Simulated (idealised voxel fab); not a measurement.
The following is a process module called voxel wiring stack.
Xsec cut, 270 nm wide, square cell size 5 nm.
Cross-section, as written here: a square-cell grid given band by band from the top down, where a band holds one or more rows of cells. Within each band entry, the heights of the top and of the bottom of the band appear first, in that order and in nm; the materials of the band then follow from left to right, each with its corresponding width in nm. The designation "all across" on a single material indicates that it fills the band from edge to edge; the designation "air" indicates empty space. The level at which height equals 0 is the one under which the wafer, as it arrives, is entirely one material. No lower edge exists for the bottom band, which continues downward and is notated as in "0 -> down". Width: "30..40" (first number = top row, second number = bottom row, same change from row to row of cells). It should be understood that the words "all unchanged", when stated for a given step, signify that the cross-section underwent no change in any of its cells during that step. Basically, "Fully enclosed voids" tells you about the enclosed voids: empty spaces with no open way to the top, 8 cells or bigger, each written width x height at distance, where distance is from the left edge, all in nm. Post-settings text on a step line: simulator's own remark regarding the step. overlay nm: mask right of planned place by this much (step with mask). Neg. = left.
INTENDED PROCESS STEPS
1) RECEIVE (material Si)
2) CONFORMAL_DEP (material SiO2; thk nm 15)
3) CONFORMAL_DEP (material SiN; thk nm 5)
4) DIRECTIONAL_DEP (material SiO2; thk nm 15)
5) PATTERN (tone open; mask id METAL_1; material resist; width nm 30; pitch nm 50; thk nm 20; overlay nm 0)
6) DIRECTIONAL_ETCH (etch materials SiO2; depth nm 15)
7) DIRECTIONAL_ETCH (etch materials SiN; depth nm 5)
8) STRIP (etch materials resist)
9) CONFORMAL_DEP (material TiN; thk nm 5)
10) FILL_DEP (material Cu; thk nm 10)
11) CMP (height nm 35)
12) CONFORMAL_DEP (material SiCN; thk nm 5)
13) DIRECTIONAL_DEP (material lowk; thk nm 25)
14) MASKED_ETCH (tone open; mask id METAL_2_HOLES; width nm 15; etch materials lowk; depth nm 25; overlay nm 0)
15) DIRECTIONAL_DEP (material aC; thk nm 10)
16) PATTERN (tone open; mask id METAL_2; material resist; width nm 30; pitch nm 50; thk nm 25; overlay nm 0)
17) DIRECTIONAL_ETCH (etch materials aC; depth nm 10)
18) STRIP (etch materials resist)
19) DIRECTIONAL_ETCH (etch materials lowk; depth nm 15)
20) DIRECTIONAL_ETCH (etch materials SiCN; depth nm 5)
21) STRIP (etch materials aC)
22) CONFORMAL_DEP (material TiN; thk nm 5)
23) FILL_DEP (material Ru; thk nm 5)
24) CMP (height nm 65)
25) CONFORMAL_DEP (material SiCN; thk nm 5)
26) DIRECTIONAL_DEP (material SiO2; thk nm 10)
27) MASKED_ETCH (tone open; mask id PLUG_2; width nm 15; etch materials SiO2; depth nm 10; overlay nm 0)
28) MASKED_ETCH (tone open; mask id PLUG_2; width nm 15; etch materials SiCN; depth nm 5; overlay nm 0)
29) CONFORMAL_DEP (material TiN; thk nm 5)
30) FILL_DEP (material Ru; thk nm 5)
31) CMP (height nm 80)
32) CONFORMAL_DEP (material SiN; thk nm 5)
33) DIRECTIONAL_DEP (material SiO2; thk nm 20)
34) MASKED_ETCH (tone open; mask id METAL_3; width nm 30; pitch nm 50; etch materials SiO2; depth nm 20; overlay nm 0)
35) MASKED_ETCH (tone open; mask id METAL_3; width nm 30; pitch nm 50; etch materials SiN; depth nm 5; overlay nm 0)
36) CONFORMAL_DEP (material TiN; thk nm 5)
37) FILL_DEP (material Ru; thk nm 5)
38) CMP (height nm 105)
39) CONFORMAL_DEP (material SiN; thk nm 5)
SO THIS IS THE INCOMING WAFER IN CROSS-SECTION - IT'S ALREADY BEEN THROUGH STEP 1
  0 -> down = Si all across
  Fully enclosed voids: none
FINAL WAFER PROFILE IN CROSS-SECTION AFTER THE MODULE, FROM THE SAME START AND PLAN AS ABOVE, WITH ONE MISTAKE MADE DURING PROCESSING
  110 -> 105 = SiN all across
  105 -> 85 = SiO2=95 | TiN=5 | Ru=20 | TiN=5 | SiO2=20 | TiN=5 | Ru=20 | TiN=5 | SiO2=95
  85 -> 80 = SiN=95 | TiN=30 | SiN=20 | TiN=30 | SiN=95
  80 -> 75 = SiO2=95 | TiN=5 | Ru=5 | TiN=5 | SiO2=160
  75 -> 70 = SiO2=95 | TiN=15 | SiO2=160
  70 -> 65 = TiN all across
  65 -> 55 = lowk=95 | TiN=5 | Ru=20 | TiN=5 | lowk=20 | TiN=5 | Ru=20 | TiN=5 | lowk=95
  55 -> 50 = lowk=95 | TiN=5 | Ru=5 | TiN=20 | lowk=20 | TiN=30 | lowk=95
  50 -> 40 = lowk=95 | TiN=5 | Ru=5 | TiN=5 | lowk=160
  40 -> 35 = SiCN=95 | TiN=15 | SiCN=160
  35 -> 20 = SiO2=95 | TiN=5 | Cu=20 | TiN=5 | SiO2=20 | TiN=5 | Cu=20 | TiN=5 | SiO2=95
  20 -> 15 = SiN=95 | TiN=30 | SiN=20 | TiN=30 | SiN=95
  15 -> 0 = SiO2 all across
  0 -> down = Si all across
  Fully enclosed voids: none
Misprocessing identified: step 25 off recipe, ran as CONFORMAL_DEP (material TiN; thk nm 5)
